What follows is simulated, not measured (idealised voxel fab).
Process module under the name voxel air gaps
The cross-section shown here is cut; it is 185 nm wide and divided into square cells measuring 5 nm on a side.
When this document writes out a cross-section, it uses a grid of square cells and lists it as bands, beginning at the top and moving down, with a band standing for one or more rows of cells. Within each band entry, the heights of the top and of the bottom of the band appear first, in that order and in nm; the materials of the band then follow from left to right, each with its corresponding width in nm. The designation "throughout" on a single material indicates that it fills the band from edge to edge; the designation "air" indicates empty space. The level at which height equals 0 is the one under which the wafer, as it arrives, is entirely one material. No lower edge exists for the bottom band, which continues downward and is notated as in "0 down". It should be noted that a width expressed as "30..40" varies in equal increments from row to row of cells within the band, taking the value of the first number at the top row and that of the second number at the bottom row. "identical to before", as given for a step, is the statement that not any cell of the cross-section underwent a change during that step. Basically, "Sealed internal voids" tells you about the enclosed voids: empty spaces with no open way to the top, 8 cells or bigger, each written width x height at distance, where distance is from the left edge, all in nm. That trailing text on a step's line, after the settings, is the simulator's own remark on the step. overlay nm: on a step with a mask, how far right of its planned place the mask lay; negative means left.
## Steps planned for the process
1 RECEIVE | material Si
2 CONFORMAL_DEP | material SiO2 | thk nm 15
3 CONFORMAL_DEP | material SiCN | thk nm 5
4 DIRECTIONAL_DEP | material lowk | thk nm 40
5 DIRECTIONAL_DEP | material aC | thk nm 10
6 PATTERN | tone open | mask id LINES | material resist | width nm 20 | pitch nm 45 | thk nm 30 | overlay nm 0
7 DIRECTIONAL_ETCH | etch materials aC | depth nm 10
8 STRIP | etch materials resist
9 DIRECTIONAL_ETCH | etch materials lowk | depth nm 40
10 STRIP | etch materials aC
11 CONFORMAL_DEP | material TiN | thk nm 5
12 FILL_DEP | material Cu | thk nm 10
13 CMP | height nm 60
14 EPI | material Ru | thk nm 10
15 SELECTIVE_ETCH | etch materials lowk | depth nm 50
16 CONFORMAL_DEP | material SiCN | thk nm 5
## This is the cross-section of the wafer as we received it, i.e. after step 1
0 down = Si throughout
Sealed internal voids: none
## Cross-sectional view of the first of the two wafers upon completion of the module, processed in accordance with the plan
75 to 70 = air=20, then SiCN=140, then air=25
70 to 60 = air=20, then SiCN=5, then Ru=40, then SiCN=5, then Ru=40, then SiCN=5, then Ru=40, then SiCN=5, then air=25
60 to 55 = air=20, then SiCN=15, then TiN=5, then Cu=10, then TiN=5, then SiCN=25, then TiN=5, then Cu=10, then TiN=5, then SiCN=25, then TiN=5, then Cu=10, then TiN=5, then SiCN=15, then air=25
55 to 25 = air=30, then SiCN=5, then TiN=5, then Cu=10, then TiN=5, then SiCN=5, then air=15, then SiCN=5, then TiN=5, then Cu=10, then TiN=5, then SiCN=5, then air=15, then SiCN=5, then TiN=5, then Cu=10, then TiN=5, then SiCN=5, then air=35
25 to 20 = SiCN=35, then TiN=20, then SiCN=25, then TiN=20, then SiCN=25, then TiN=20, then SiCN=40
20 to 15 = SiCN throughout
15 to 0 = SiO2 throughout
0 down = Si throughout
Sealed internal voids: 15 x 30 at 60; 15 x 30 at 105
## Same start, same plan as the first wafer - but one mistake in the run. Cross-section of the second of the two at the end of the module
65 to 55 = SiCN throughout
55 to 15 = lowk throughout
15 to 0 = SiO2 throughout
0 down = Si throughout
Sealed internal voids: none
What broke from the plan during processing? the run placed steps 3 and 4 each in the position the plan gave to the other
Final cells, second wafer relative to first, materials higher or lower: -42 Cu | -48 Ru | -76 SiCN | -54 TiN | +296 lowk
Wafer, first: 2 closed voids at end. Wafer, second: 0.
